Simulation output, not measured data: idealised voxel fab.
Presented below is a process module, voxel wiring stack.
Xsec cut, 240 nm wide, square cell size 5 nm.
Throughout this document, each cross-section is represented as a grid of square cells and is presented as a sequence of bands enumerated from the top downward, where a band comprises one or more rows of cells.
Band: top and bottom heights (nm) first, top before bottom; then materials from left to right, widths in nm. "throughout" marks a sole material filling the band edge to edge. "blank" denotes empty space.
Ref level 0: as-received wafer is one material below here. Bottom band extends down with no lower bound ("0 -> down").
Per-row width for "30..40": begins at first number (top row of band), ends at second number (bottom row), increment between rows held constant.
Any step labelled "nothing different" changed none of the cells in the cross-section.
You'll see "Closed void list" listing empty spaces that have no way open to the top, as long as they're 8 cells or more; the notation is width x height at distance, where the distance is from the left edge, and all of it is in nm.
Past the settings on a step's line: simulator remark, on that step.
The line of a step may include "overlay nm". On a step with a mask, this value is how far to the right of its planned place the mask lay. A negative value means the mask lay to the left.
Pairs follow: section before one process step, section after it down to the lowest changed band, step with settings underneath. Pairs may come from different runs of this module on the same starting wafer; continuity with the pair above only as stated in the "Pre-step snapshot" entry.

Pre-step snapshot:
0 -> down | Si throughout
Closed void list: none

Post-Process View:
15 -> 0 | SiO2 throughout
Whatever lies below 0 is exactly as it was before.
Closed void list: none
Formally, the process step situated between the two cross-sections above is CONFORMAL_DEP with material SiO2, thk nm 15

Pre-step snapshot: as shown after the step in the preceding pair, directly above.

Post-Process View:
20 -> 15 | TiN throughout
Whatever lies below 15 is exactly as it was before.
Closed void list: none
Formally, the process step situated between the two cross-sections above is DIRECTIONAL_DEP with material TiN, thk nm 5

Pre-step snapshot: as shown after the step in the preceding pair, directly above.

Post-Process View:
40 -> 20 | Ru throughout
Whatever lies below 20 is exactly as it was before.
Closed void list: none
Formally, the process step situated between the two cross-sections above is DIRECTIONAL_DEP with material Ru, thk nm 20

Pre-step snapshot: as shown after the step in the preceding pair, directly above.

Post-Process View:
40 -> 20 | blank 85  Ru 25  blank 15  Ru 25  blank 90
Whatever lies below 20 is exactly as it was before.
Closed void list: none
Formally, the process step situated between the two cross-sections above is MASKED_ETCH with tone cover, mask id METAL_1, width nm 25, pitch nm 40, etch materials Ru, depth nm 20, overlay nm 0

Pre-step snapshot: as shown after the step in the preceding pair, directly above.

Post-Process View:
40 -> 20 | blank 85  Ru 25  blank 15  Ru 25  blank 90
20 -> 15 | blank 85  TiN 25  blank 15  TiN 25  blank 90
Whatever lies below 15 is exactly as it was before.
Closed void list: none
Formally, the process step situated between the two cross-sections above is MASKED_ETCH with tone cover, mask id METAL_1, width nm 25, pitch nm 40, etch materials TiN, depth nm 5, overlay nm 0

Pre-step snapshot: as shown after the step in the preceding pair, directly above.

Post-Process View:
45 -> 40 | SiO2 throughout
40 -> 20 | SiO2 85  Ru 25  SiO2 15  Ru 25  SiO2 90
20 -> 15 | SiO2 85  TiN 25  SiO2 15  TiN 25  SiO2 90
Whatever lies below 15 is exactly as it was before.
Closed void list: none
Formally, the process step situated between the two cross-sections above is FILL_DEP with material SiO2, thk nm 5

Pre-step snapshot: as shown after the step in the preceding pair, directly above.

Post-Process View:
40 -> 20 | SiO2 85  Ru 25  SiO2 15  Ru 25  SiO2 90
Whatever lies below 20 is exactly as it was before.
Closed void list: none
Formally, the process step situated between the two cross-sections above is CMP with height nm 40

Pre-step snapshot: as shown after the step in the preceding pair, directly above.

Post-Process View:
45 -> 40 | SiCN throughout
Whatever lies below 40 is exactly as it was before.
Closed void list: none
Formally, the process step situated between the two cross-sections above is CONFORMAL_DEP with material SiCN, thk nm 5

Pre-step snapshot: as shown after the step in the preceding pair, directly above.

Post-Process View:
60 -> 45 | lowk throughout
Whatever lies below 45 is exactly as it was before.
Closed void list: none
Formally, the process step situated between the two cross-sections above is DIRECTIONAL_DEP with material lowk, thk nm 15

Pre-step snapshot: as shown after the step in the preceding pair, directly above.

Post-Process View:
60 -> 45 | lowk 85  blank 15  lowk 25  blank 15  lowk 100
Whatever lies below 45 is exactly as it was before.
Closed void list: none
Formally, the process step situated between the two cross-sections above is MASKED_ETCH with tone open, mask id PLUG_1, width nm 15, pitch nm 40, etch materials lowk, depth nm 15, overlay nm 0

Pre-step snapshot: as shown after the step in the preceding pair, directly above.

Post-Process View:
60 -> 45 | lowk 85  blank 15  lowk 25  blank 15  lowk 100
45 -> 40 | SiCN 85  blank 15  SiCN 25  blank 15  SiCN 100
Whatever lies below 40 is exactly as it was before.
Closed void list: none
Formally, the process step situated between the two cross-sections above is MASKED_ETCH with tone open, mask id PLUG_1, width nm 15, pitch nm 40, etch materials SiCN, depth nm 5, overlay nm 0

Pre-step snapshot: as shown after the step in the preceding pair, directly above.

Post-Process View:
60 -> 50 | lowk 85  blank 15  lowk 25  blank 15  lowk 100
50 -> 45 | lowk 85  Ru 15  lowk 25  Ru 15  lowk 100
45 -> 40 | SiCN 85  Ru 15  SiCN 25  Ru 15  SiCN 100
Whatever lies below 40 is exactly as it was before.
Closed void list: none
Formally, the process step situated between the two cross-sections above is EPI with material Ru, thk nm 10

Pre-step snapshot: as shown after the step in the preceding pair, directly above.

Post-Process View:
60 -> 45 | lowk 85  Ru 15  lowk 25  Ru 15  lowk 100
Whatever lies below 45 is exactly as it was before.
Closed void list: none
Formally, the process step situated between the two cross-sections above is EPI with material Ru, thk nm 10

Pre-step snapshot: as shown after the step in the preceding pair, directly above.

Post-Process View:
65 -> 60 | SiN throughout
Whatever lies below 60 is exactly as it was before.
Closed void list: none
Formally, the process step situated between the two cross-sections above is CONFORMAL_DEP with material SiN, thk nm 5

Pre-step snapshot: as shown after the step in the preceding pair, directly above.

Post-Process View:
80 -> 65 | SiO2 throughout
Whatever lies below 65 is exactly as it was before.
Closed void list: none
Formally, the process step situated between the two cross-sections above is DIRECTIONAL_DEP with material SiO2, thk nm 15

Pre-step snapshot: as shown after the step in the preceding pair, directly above.

Post-Process View:
95 -> 80 | aC throughout
Whatever lies below 80 is exactly as it was before.
Closed void list: none
Formally, the process step situated between the two cross-sections above is DIRECTIONAL_DEP with material aC, thk nm 15

Pre-step snapshot: as shown after the step in the preceding pair, directly above.

Post-Process View:
125 -> 95 | resist 85  blank 25  resist 15  blank 25  resist 90
Whatever lies below 95 is exactly as it was before.
Closed void list: none
Formally, the process step situated between the two cross-sections above is PATTERN with tone open, mask id METAL_2, material resist, width nm 25, pitch nm 40, thk nm 30, overlay nm 0

Pre-step snapshot: as shown after the step in the preceding pair, directly above.

Post-Process View:
110 -> 95 | resist 85  blank 25  resist 15  blank 25  resist 90
95 -> 80 | aC 85  blank 25  aC 15  blank 25  aC 90
Whatever lies below 80 is exactly as it was before.
Closed void list: none
Formally, the process step situated between the two cross-sections above is DIRECTIONAL_ETCH with etch materials aC, depth nm 15

Pre-step snapshot: as shown after the step in the preceding pair, directly above.

Post-Process View:
95 -> 80 | aC 85  blank 25  aC 15  blank 25  aC 90
Whatever lies below 80 is exactly as it was before.
Closed void list: none
Formally, the process step situated between the two cross-sections above is STRIP with etch materials resist

Pre-step snapshot: as shown after the step in the preceding pair, directly above.

Post-Process View:
95 -> 80 | aC 85  blank 25  aC 15  blank 25  aC 90
80 -> 65 | SiO2 85  blank 25  SiO2 15  blank 25  SiO2 90
Whatever lies below 65 is exactly as it was before.
Closed void list: none
Formally, the process step situated between the two cross-sections above is DIRECTIONAL_ETCH with etch materials SiO2, depth nm 15

Pre-step snapshot: as shown after the step in the preceding pair, directly above.

Post-Process View:
95 -> 80 | aC 85  blank 25  aC 15  blank 25  aC 90
80 -> 65 | SiO2 85  blank 25  SiO2 15  blank 25  SiO2 90
65 -> 60 | SiN 85  blank 25  SiN 15  blank 25  SiN 90
Whatever lies below 60 is exactly as it was before.
Closed void list: none
Formally, the process step situated between the two cross-sections above is DIRECTIONAL_ETCH with etch materials SiN, depth nm 5

Pre-step snapshot: as shown after the step in the preceding pair, directly above.

Post-Process View:
80 -> 65 | SiO2 85  blank 25  SiO2 15  blank 25  SiO2 90
Whatever lies below 65 is exactly as it was before.
Closed void list: none
Formally, the process step situated between the two cross-sections above is STRIP with etch materials aC

Pre-step snapshot: as shown after the step in the preceding pair, directly above.

Post-Process View:
85 -> 80 | TiN 90  blank 15  TiN 25  blank 15  TiN 95
80 -> 65 | SiO2 85  TiN 5  blank 15  TiN 5  SiO2 15  TiN 5  blank 15  TiN 5  SiO2 90
65 -> 60 | SiN 85  TiN 25  SiN 15  TiN 25  SiN 90
Whatever lies below 60 is exactly as it was before.
Closed void list: none
Formally, the process step situated between the two cross-sections above is CONFORMAL_DEP with material TiN, thk nm 5

Pre-step snapshot: as shown after the step in the preceding pair, directly above.

Post-Process View:
90 -> 85 | Cu throughout
85 -> 80 | TiN 90  Cu 15  TiN 25  Cu 15  TiN 95
80 -> 65 | SiO2 85  TiN 5  Cu 15  TiN 5  SiO2 15  TiN 5  Cu 15  TiN 5  SiO2 90
Whatever lies below 65 is exactly as it was before.
Closed void list: none
Formally, the process step situated between the two cross-sections above is FILL_DEP with material Cu, thk nm 5

Pre-step snapshot: as shown after the step in the preceding pair, directly above.

Post-Process View:
80 -> 65 | SiO2 85  TiN 5  Cu 15  TiN 5  SiO2 15  TiN 5  Cu 15  TiN 5  SiO2 90
Whatever lies below 65 is exactly as it was before.
Closed void list: none
Formally, the process step situated between the two cross-sections above is CMP with height nm 80

Pre-step snapshot: as shown after the step in the preceding pair, directly above.

Post-Process View:
85 -> 80 | SiCN throughout
Whatever lies below 80 is exactly as it was before.
Closed void list: none
Formally, the process step situated between the two cross-sections above is CONFORMAL_DEP with material SiCN, thk nm 5

Pre-step snapshot: as shown after the step in the preceding pair, directly above.

Post-Process View:
110 -> 85 | SiO2 throughout
Whatever lies below 85 is exactly as it was before.
Closed void list: none
Formally, the process step situated between the two cross-sections above is DIRECTIONAL_DEP with material SiO2, thk nm 25

Pre-step snapshot: as shown after the step in the preceding pair, directly above.

Post-Process View:
110 -> 85 | SiO2 85  blank 15  SiO2 140
Whatever lies below 85 is exactly as it was before.
Closed void list: none
Formally, the process step situated between the two cross-sections above is MASKED_ETCH with tone open, mask id METAL_3_HOLES, width nm 15, etch materials SiO2, depth nm 25, overlay nm 0

Pre-step snapshot: as shown after the step in the preceding pair, directly above.

Post-Process View:
125 -> 110 | aC 85  blank 15  aC 140
110 -> 100 | SiO2 85  blank 15  SiO2 140
100 -> 85 | SiO2 85  aC 15  SiO2 140
Whatever lies below 85 is exactly as it was before.
Closed void list: none
Formally, the process step situated between the two cross-sections above is DIRECTIONAL_DEP with material aC, thk nm 15

Pre-step snapshot: as shown after the step in the preceding pair, directly above.

Post-Process View:
155 -> 125 | resist 85  blank 25  resist 15  blank 25  resist 90
Whatever lies below 125 is exactly as it was before.
Closed void list: none
Formally, the process step situated between the two cross-sections above is PATTERN with tone open, mask id METAL_3, material resist, width nm 25, pitch nm 40, thk nm 30, overlay nm 0

Pre-step snapshot: as shown after the step in the preceding pair, directly above.

Post-Process View:
140 -> 125 | resist 85  blank 25  resist 15  blank 25  resist 90
125 -> 110 | aC 85  blank 25  aC 15  blank 25  aC 90
110 -> 85 | SiO2 85  blank 15  SiO2 140
Whatever lies below 85 is exactly as it was before.
Closed void list: none
Formally, the process step situated between the two cross-sections above is DIRECTIONAL_ETCH with etch materials aC, depth nm 15

Pre-step snapshot: as shown after the step in the preceding pair, directly above.

Post-Process View:
125 -> 110 | aC 85  blank 25  aC 15  blank 25  aC 90
Whatever lies below 110 is exactly as it was before.
Closed void list: none
Formally, the process step situated between the two cross-sections above is STRIP with etch materials resist

Pre-step snapshot: as shown after the step in the preceding pair, directly above.

Post-Process View:
125 -> 110 | aC 85  blank 25  aC 15  blank 25  aC 90
110 -> 95 | SiO2 85  blank 25  SiO2 15  blank 25  SiO2 90
Whatever lies below 95 is exactly as it was before.
Closed void list: none
Formally, the process step situated between the two cross-sections above is DIRECTIONAL_ETCH with etch materials SiO2, depth nm 15

Pre-step snapshot: as shown after the step in the preceding pair, directly above.

Post-Process View:
125 -> 110 | aC 85  blank 25  aC 15  blank 25  aC 90
110 -> 95 | SiO2 85  blank 25  SiO2 15  blank 25  SiO2 90
95 -> 85 | SiO2 85  blank 15  SiO2 140
85 -> 80 | SiCN 85  blank 15  SiCN 140
Whatever lies below 80 is exactly as it was before.
Closed void list: none
Formally, the process step situated between the two cross-sections above is DIRECTIONAL_ETCH with etch materials SiCN, depth nm 5

Pre-step snapshot: as shown after the step in the preceding pair, directly above.

Post-Process View:
110 -> 95 | SiO2 85  blank 25  SiO2 15  blank 25  SiO2 90
Whatever lies below 95 is exactly as it was before.
Closed void list: none
Formally, the process step situated between the two cross-sections above is STRIP with etch materials aC

Pre-step snapshot: as shown after the step in the preceding pair, directly above.

Post-Process View:
115 -> 110 | TiN 90  blank 15  TiN 25  blank 15  TiN 95
110 -> 100 | SiO2 85  TiN 5  blank 15  TiN 5  SiO2 15  TiN 5  blank 15  TiN 5  SiO2 90
100 -> 95 | SiO2 85  TiN 5  blank 5  TiN 15  SiO2 15  TiN 25  SiO2 90
95 -> 85 | SiO2 85  TiN 5  blank 5  TiN 5  SiO2 140
85 -> 80 | SiCN 85  TiN 15  SiCN 140
Whatever lies below 80 is exactly as it was before.
Closed void list: none
Formally, the process step situated between the two cross-sections above is CONFORMAL_DEP with material TiN, thk nm 5

Pre-step snapshot: as shown after the step in the preceding pair, directly above.

Post-Process View:
125 -> 115 | Ru throughout
115 -> 110 | TiN 90  Ru 15  TiN 25  Ru 15  TiN 95
110 -> 100 | SiO2 85  TiN 5  Ru 15  TiN 5  SiO2 15  TiN 5  Ru 15  TiN 5  SiO2 90
100 -> 95 | SiO2 85  TiN 5  Ru 5  TiN 15  SiO2 15  TiN 25  SiO2 90
95 -> 85 | SiO2 85  TiN 5  Ru 5  TiN 5  SiO2 140
Whatever lies below 85 is exactly as it was before.
Closed void list: none
Formally, the process step situated between the two cross-sections above is FILL_DEP with material Ru, thk nm 10

Pre-step snapshot: as shown after the step in the preceding pair, directly above.

Post-Process View:
110 -> 100 | SiO2 85  TiN 5  Ru 15  TiN 5  SiO2 15  TiN 5  Ru 15  TiN 5  SiO2 90
Whatever lies below 100 is exactly as it was before.
Closed void list: none
Formally, the process step situated between the two cross-sections above is CMP with height nm 110

Pre-step snapshot: as shown after the step in the preceding pair, directly above.

Post-Process View:
115 -> 110 | SiCN throughout
Whatever lies below 110 is exactly as it was before.
Closed void list: none
Formally, the process step situated between the two cross-sections above is CONFORMAL_DEP with material SiCN, thk nm 5

Pre-step snapshot: as shown after the step in the preceding pair, directly above.

Post-Process View:
145 -> 115 | SiO2 throughout
Whatever lies below 115 is exactly as it was before.
Closed void list: none
Formally, the process step situated between the two cross-sections above is DIRECTIONAL_DEP with material SiO2, thk nm 30

Pre-step snapshot: as shown after the step in the preceding pair, directly above.

Post-Process View:
165 -> 145 | resist 85  blank 25  resist 15  blank 25  resist 90
Whatever lies below 145 is exactly as it was before.
Closed void list: none
Formally, the process step situated between the two cross-sections above is PATTERN with tone open, mask id METAL_4, material resist, width nm 25, pitch nm 40, thk nm 20, overlay nm 0

Pre-step snapshot: as shown after the step in the preceding pair, directly above.

Post-Process View:
165 -> 145 | resist 85  blank 25  resist 15  blank 25  resist 90
145 -> 125 | SiO2 85  blank 25  SiO2 15  blank 25  SiO2 90
Whatever lies below 125 is exactly as it was before.
Closed void list: none
Formally, the process step situated between the two cross-sections above is DIRECTIONAL_ETCH with etch materials SiO2, depth nm 20

Pre-step snapshot: as shown after the step in the preceding pair, directly above.

Post-Process View:
145 -> 125 | SiO2 85  blank 25  SiO2 15  blank 25  SiO2 90
Whatever lies below 125 is exactly as it was before.
Closed void list: none
Formally, the process step situated between the two cross-sections above is STRIP with etch materials resist

Pre-step snapshot: as shown after the step in the preceding pair, directly above.

Post-Process View:
145 -> 125 | SiO2 85  blank 25  SiO2 15  blank 25  SiO2 90
125 -> 115 | SiO2 85  blank 15  SiO2 25  blank 15  SiO2 100
Whatever lies below 115 is exactly as it was before.
Closed void list: none
Formally, the process step situated between the two cross-sections above is MASKED_ETCH with tone open, mask id METAL_4_HOLES, width nm 15, pitch nm 40, etch materials SiO2, depth nm 10, overlay nm 0

Pre-step snapshot: as shown after the step in the preceding pair, directly above.

Post-Process View:
145 -> 125 | SiO2 85  blank 25  SiO2 15  blank 25  SiO2 90
125 -> 115 | SiO2 85  blank 15  SiO2 25  blank 15  SiO2 100
115 -> 110 | SiCN 85  blank 15  SiCN 25  blank 15  SiCN 100
Whatever lies below 110 is exactly as it was before.
Closed void list: none
Formally, the process step situated between the two cross-sections above is MASKED_ETCH with tone open, mask id METAL_4_HOLES, width nm 15, pitch nm 40, etch materials SiCN, depth nm 5, overlay nm 0

Pre-step snapshot: as shown after the step in the preceding pair, directly above.

Post-Process View:
150 -> 145 | TiN 90  blank 15  TiN 25  blank 15  TiN 95
145 -> 130 | SiO2 85  TiN 5  blank 15  TiN 5  SiO2 15  TiN 5  blank 15  TiN 5  SiO2 90
130 -> 125 | SiO2 85  TiN 5  blank 5  TiN 15  SiO2 15  TiN 5  blank 5  TiN 15  SiO2 90
125 -> 115 | SiO2 85  TiN 5  blank 5  TiN 5  SiO2 25  TiN 5  blank 5  TiN 5  SiO2 100
115 -> 110 | SiCN 85  TiN 15  SiCN 25  TiN 15  SiCN 100
Whatever lies below 110 is exactly as it was before.
Closed void list: none
Formally, the process step situated between the two cross-sections above is CONFORMAL_DEP with material TiN, thk nm 5

Pre-step snapshot: as shown after the step in the preceding pair, directly above.

Post-Process View:
155 -> 150 | Cu throughout
150 -> 145 | TiN 90  Cu 15  TiN 25  Cu 15  TiN 95
145 -> 130 | SiO2 85  TiN 5  Cu 15  TiN 5  SiO2 15  TiN 5  Cu 15  TiN 5  SiO2 90
130 -> 125 | SiO2 85  TiN 5  Cu 5  TiN 15  SiO2 15  TiN 5  Cu 5  TiN 15  SiO2 90
125 -> 115 | SiO2 85  TiN 5  Cu 5  TiN 5  SiO2 25  TiN 5  Cu 5  TiN 5  SiO2 100
Whatever lies below 115 is exactly as it was before.
Closed void list: none
Formally, the process step situated between the two cross-sections above is FILL_DEP with material Cu, thk nm 5

Pre-step snapshot: as shown after the step in the preceding pair, directly above.

Post-Process View:
145 -> 130 | SiO2 85  TiN 5  Cu 15  TiN 5  SiO2 15  TiN 5  Cu 15  TiN 5  SiO2 90
Whatever lies below 130 is exactly as it was before.
Closed void list: none
Formally, the process step situated between the two cross-sections above is CMP with height nm 145

Pre-step snapshot: as shown after the step in the preceding pair, directly above.

Post-Process View:
150 -> 145 | SiN throughout
Whatever lies below 145 is exactly as it was before.
Closed void list: none
Formally, the process step situated between the two cross-sections above is CONFORMAL_DEP with material SiN, thk nm 5

Pre-step snapshot:
45 -> 40 | SiCN throughout
40 -> 20 | SiO2 85  Ru 25  SiO2 15  Ru 25  SiO2 90
20 -> 15 | SiO2 85  TiN 25  SiO2 15  TiN 25  SiO2 90
15 -> 0 | SiO2 throughout
0 -> down | Si throughout
Closed void list: none

Post-Process View:
45 -> 40 | SiCN 85  blank 15  SiCN 25  blank 15  SiCN 100
Whatever lies below 40 is exactly as it was before.
Closed void list: none
Formally, the process step situated between the two cross-sections above is MASKED_ETCH with tone open, mask id PLUG_1, width nm 15, pitch nm 40, etch materials SiCN, depth nm 5, overlay nm 0

Pre-step snapshot: as shown after the step in the preceding pair, directly above.

Post-Process View:
50 -> 45 | blank 80  Ru 25  blank 15  Ru 25  blank 95
45 -> 40 | SiCN 85  Ru 15  SiCN 25  Ru 15  SiCN 100
Whatever lies below 40 is exactly as it was before.
Closed void list: none
Formally, the process step situated between the two cross-sections above is EPI with material Ru, thk nm 10

Pre-step snapshot: as shown after the step in the preceding pair, directly above.

Post-Process View:
60 -> 45 | blank 70  Ru 85  blank 85
Whatever lies below 45 is exactly as it was before.
Closed void list: none
Formally, the process step situated between the two cross-sections above is EPI with material Ru, thk nm 10

Pre-step snapshot: as shown after the step in the preceding pair, directly above.

Post-Process View:
65 -> 60 | blank 65  SiN 95  blank 80
60 -> 50 | blank 65  SiN 5  Ru 85  SiN 5  blank 80
50 -> 45 | SiN 70  Ru 85  SiN 85
Whatever lies below 45 is exactly as it was before.
Closed void list: none
Formally, the process step situated between the two cross-sections above is CONFORMAL_DEP with material SiN, thk nm 5

Pre-step snapshot: as shown after the step in the preceding pair, directly above.

Post-Process View:
80 -> 65 | blank 65  SiO2 95  blank 80
65 -> 60 | SiO2 65  SiN 95  SiO2 80
60 -> 50 | SiO2 65  SiN 5  Ru 85  SiN 5  SiO2 80
Whatever lies below 50 is exactly as it was before.
Closed void list: none
Formally, the process step situated between the two cross-sections above is DIRECTIONAL_DEP with material SiO2, thk nm 15

Pre-step snapshot: as shown after the step in the preceding pair, directly above.

Post-Process View:
95 -> 80 | blank 65  aC 95  blank 80
80 -> 65 | aC 65  SiO2 95  aC 80
Whatever lies below 65 is exactly as it was before.
Closed void list: none
Formally, the process step situated between the two cross-sections above is DIRECTIONAL_DEP with material aC, thk nm 15

Pre-step snapshot: as shown after the step in the preceding pair, directly above.

Post-Process View:
125 -> 95 | resist 85  blank 25  resist 15  blank 25  resist 90
95 -> 80 | resist 65  aC 95  resist 80
Whatever lies below 80 is exactly as it was before.
Closed void list: none
Formally, the process step situated between the two cross-sections above is PATTERN with tone open, mask id METAL_2, material resist, width nm 25, pitch nm 40, thk nm 30, overlay nm 0

Pre-step snapshot: as shown after the step in the preceding pair, directly above.

Post-Process View:
110 -> 95 | resist 85  blank 25  resist 15  blank 25  resist 90
95 -> 80 | resist 65  aC 20  blank 25  aC 15  blank 25  aC 10  resist 80
Whatever lies below 80 is exactly as it was before.
Closed void list: none
Formally, the process step situated between the two cross-sections above is DIRECTIONAL_ETCH with etch materials aC, depth nm 15

Pre-step snapshot: as shown after the step in the preceding pair, directly above.

Post-Process View:
95 -> 80 | blank 65  aC 20  blank 25  aC 15  blank 25  aC 10  blank 80
Whatever lies below 80 is exactly as it was before.
Closed void list: none
Formally, the process step situated between the two cross-sections above is STRIP with etch materials resist

Pre-step snapshot: as shown after the step in the preceding pair, directly above.

Post-Process View:
95 -> 80 | blank 65  aC 20  blank 25  aC 15  blank 25  aC 10  blank 80
80 -> 65 | aC 65  SiO2 20  blank 25  SiO2 15  blank 25  SiO2 10  aC 80
Whatever lies below 65 is exactly as it was before.
Closed void list: none
Formally, the process step situated between the two cross-sections above is DIRECTIONAL_ETCH with etch materials SiO2, depth nm 15

Pre-step snapshot: as shown after the step in the preceding pair, directly above.

Post-Process View:
95 -> 80 | blank 65  aC 20  blank 25  aC 15  blank 25  aC 10  blank 80
80 -> 65 | aC 65  SiO2 20  blank 25  SiO2 15  blank 25  SiO2 10  aC 80
65 -> 60 | SiO2 65  SiN 20  blank 25  SiN 15  blank 25  SiN 10  SiO2 80
Whatever lies below 60 is exactly as it was before.
Closed void list: none
Formally, the process step situated between the two cross-sections above is DIRECTIONAL_ETCH with etch materials SiN, depth nm 5

Pre-step snapshot: as shown after the step in the preceding pair, directly above.

Post-Process View:
80 -> 65 | blank 65  SiO2 20  blank 25  SiO2 15  blank 25  SiO2 10  blank 80
Whatever lies below 65 is exactly as it was before.
Closed void list: none
Formally, the process step situated between the two cross-sections above is STRIP with etch materials aC

Pre-step snapshot: as shown after the step in the preceding pair, directly above.

Post-Process View:
85 -> 80 | blank 60  TiN 30  blank 15  TiN 25  blank 15  TiN 20  blank 75
80 -> 70 | blank 60  TiN 5  SiO2 20  TiN 5  blank 15  TiN 5  SiO2 15  TiN 5  blank 15  TiN 5  SiO2 10  TiN 5  blank 75
70 -> 65 | TiN 65  SiO2 20  TiN 5  blank 15  TiN 5  SiO2 15  TiN 5  blank 15  TiN 5  SiO2 10  TiN 80
65 -> 60 | SiO2 65  SiN 20  TiN 25  SiN 15  TiN 25  SiN 10  SiO2 80
Whatever lies below 60 is exactly as it was before.
Closed void list: none
Formally, the process step situated between the two cross-sections above is CONFORMAL_DEP with material TiN, thk nm 5

Pre-step snapshot: as shown after the step in the preceding pair, directly above.

Post-Process View:
90 -> 85 | Cu throughout
85 -> 80 | Cu 60  TiN 30  Cu 15  TiN 25  Cu 15  TiN 20  Cu 75
80 -> 70 | Cu 60  TiN 5  SiO2 20  TiN 5  Cu 15  TiN 5  SiO2 15  TiN 5  Cu 15  TiN 5  SiO2 10  TiN 5  Cu 75
70 -> 65 | TiN 65  SiO2 20  TiN 5  Cu 15  TiN 5  SiO2 15  TiN 5  Cu 15  TiN 5  SiO2 10  TiN 80
Whatever lies below 65 is exactly as it was before.
Closed void list: none
Formally, the process step situated between the two cross-sections above is FILL_DEP with material Cu, thk nm 5

Pre-step snapshot: as shown after the step in the preceding pair, directly above.

Post-Process View:
80 -> 70 | Cu 60  TiN 5  SiO2 20  TiN 5  Cu 15  TiN 5  SiO2 15  TiN 5  Cu 15  TiN 5  SiO2 10  TiN 5  Cu 75
Whatever lies below 70 is exactly as it was before.
Closed void list: none
Formally, the process step situated between the two cross-sections above is CMP with height nm 80

Pre-step snapshot: as shown after the step in the preceding pair, directly above.

Post-Process View:
85 -> 80 | SiCN throughout
Whatever lies below 80 is exactly as it was before.
Closed void list: none
Formally, the process step situated between the two cross-sections above is CONFORMAL_DEP with material SiCN, thk nm 5

Pre-step snapshot: as shown after the step in the preceding pair, directly above.

Post-Process View:
110 -> 85 | SiO2 throughout
Whatever lies below 85 is exactly as it was before.
Closed void list: none
Formally, the process step situated between the two cross-sections above is DIRECTIONAL_DEP with material SiO2, thk nm 25

Pre-step snapshot: as shown after the step in the preceding pair, directly above.

Post-Process View:
110 -> 85 | SiO2 85  blank 15  SiO2 140
Whatever lies below 85 is exactly as it was before.
Closed void list: none
Formally, the process step situated between the two cross-sections above is MASKED_ETCH with tone open, mask id METAL_3_HOLES, width nm 15, etch materials SiO2, depth nm 25, overlay nm 0

Pre-step snapshot: as shown after the step in the preceding pair, directly above.

Post-Process View:
125 -> 110 | aC 85  blank 15  aC 140
110 -> 100 | SiO2 85  blank 15  SiO2 140
100 -> 85 | SiO2 85  aC 15  SiO2 140
Whatever lies below 85 is exactly as it was before.
Closed void list: none
Formally, the process step situated between the two cross-sections above is DIRECTIONAL_DEP with material aC, thk nm 15

Pre-step snapshot: as shown after the step in the preceding pair, directly above.

Post-Process View:
155 -> 125 | resist 85  blank 25  resist 15  blank 25  resist 90
Whatever lies below 125 is exactly as it was before.
Closed void list: none
Formally, the process step situated between the two cross-sections above is PATTERN with tone open, mask id METAL_3, material resist, width nm 25, pitch nm 40, thk nm 30, overlay nm 0

Pre-step snapshot: as shown after the step in the preceding pair, directly above.

Post-Process View:
140 -> 125 | resist 85  blank 25  resist 15  blank 25  resist 90
125 -> 110 | aC 85  blank 25  aC 15  blank 25  aC 90
110 -> 85 | SiO2 85  blank 15  SiO2 140
Whatever lies below 85 is exactly as it was before.
Closed void list: none
Formally, the process step situated between the two cross-sections above is DIRECTIONAL_ETCH with etch materials aC, depth nm 15

Pre-step snapshot: as shown after the step in the preceding pair, directly above.

Post-Process View:
125 -> 110 | aC 85  blank 25  aC 15  blank 25  aC 90
Whatever lies below 110 is exactly as it was before.
Closed void list: none
Formally, the process step situated between the two cross-sections above is STRIP with etch materials resist

Pre-step snapshot: as shown after the step in the preceding pair, directly above.

Post-Process View:
125 -> 110 | aC 85  blank 25  aC 15  blank 25  aC 90
110 -> 95 | SiO2 85  blank 25  SiO2 15  blank 25  SiO2 90
Whatever lies below 95 is exactly as it was before.
Closed void list: none
Formally, the process step situated between the two cross-sections above is DIRECTIONAL_ETCH with etch materials SiO2, depth nm 15

Pre-step snapshot: as shown after the step in the preceding pair, directly above.

Post-Process View:
125 -> 110 | aC 85  blank 25  aC 15  blank 25  aC 90
110 -> 95 | SiO2 85  blank 25  SiO2 15  blank 25  SiO2 90
95 -> 85 | SiO2 85  blank 15  SiO2 140
85 -> 80 | SiCN 85  blank 15  SiCN 140
Whatever lies below 80 is exactly as it was before.
Closed void list: none
Formally, the process step situated between the two cross-sections above is DIRECTIONAL_ETCH with etch materials SiCN, depth nm 5

Pre-step snapshot: as shown after the step in the preceding pair, directly above.

Post-Process View:
110 -> 95 | SiO2 85  blank 25  SiO2 15  blank 25  SiO2 90
Whatever lies below 95 is exactly as it was before.
Closed void list: none
Formally, the process step situated between the two cross-sections above is STRIP with etch materials aC

Pre-step snapshot: as shown after the step in the preceding pair, directly above.

Post-Process View:
115 -> 110 | TiN 90  blank 15  TiN 25  blank 15  TiN 95
110 -> 100 | SiO2 85  TiN 5  blank 15  TiN 5  SiO2 15  TiN 5  blank 15  TiN 5  SiO2 90
100 -> 95 | SiO2 85  TiN 5  blank 5  TiN 15  SiO2 15  TiN 25  SiO2 90
95 -> 85 | SiO2 85  TiN 5  blank 5  TiN 5  SiO2 140
85 -> 80 | SiCN 85  TiN 15  SiCN 140
Whatever lies below 80 is exactly as it was before.
Closed void list: none
Formally, the process step situated between the two cross-sections above is CONFORMAL_DEP with material TiN, thk nm 5

Pre-step snapshot: as shown after the step in the preceding pair, directly above.

Post-Process View:
125 -> 115 | Ru throughout
115 -> 110 | TiN 90  Ru 15  TiN 25  Ru 15  TiN 95
110 -> 100 | SiO2 85  TiN 5  Ru 15  TiN 5  SiO2 15  TiN 5  Ru 15  TiN 5  SiO2 90
100 -> 95 | SiO2 85  TiN 5  Ru 5  TiN 15  SiO2 15  TiN 25  SiO2 90
95 -> 85 | SiO2 85  TiN 5  Ru 5  TiN 5  SiO2 140
Whatever lies below 85 is exactly as it was before.
Closed void list: none
Formally, the process step situated between the two cross-sections above is FILL_DEP with material Ru, thk nm 10

Pre-step snapshot: as shown after the step in the preceding pair, directly above.

Post-Process View:
110 -> 100 | SiO2 85  TiN 5  Ru 15  TiN 5  SiO2 15  TiN 5  Ru 15  TiN 5  SiO2 90
Whatever lies below 100 is exactly as it was before.
Closed void list: none
Formally, the process step situated between the two cross-sections above is CMP with height nm 110

Pre-step snapshot: as shown after the step in the preceding pair, directly above.

Post-Process View:
115 -> 110 | SiCN throughout
Whatever lies below 110 is exactly as it was before.
Closed void list: none
Formally, the process step situated between the two cross-sections above is CONFORMAL_DEP with material SiCN, thk nm 5
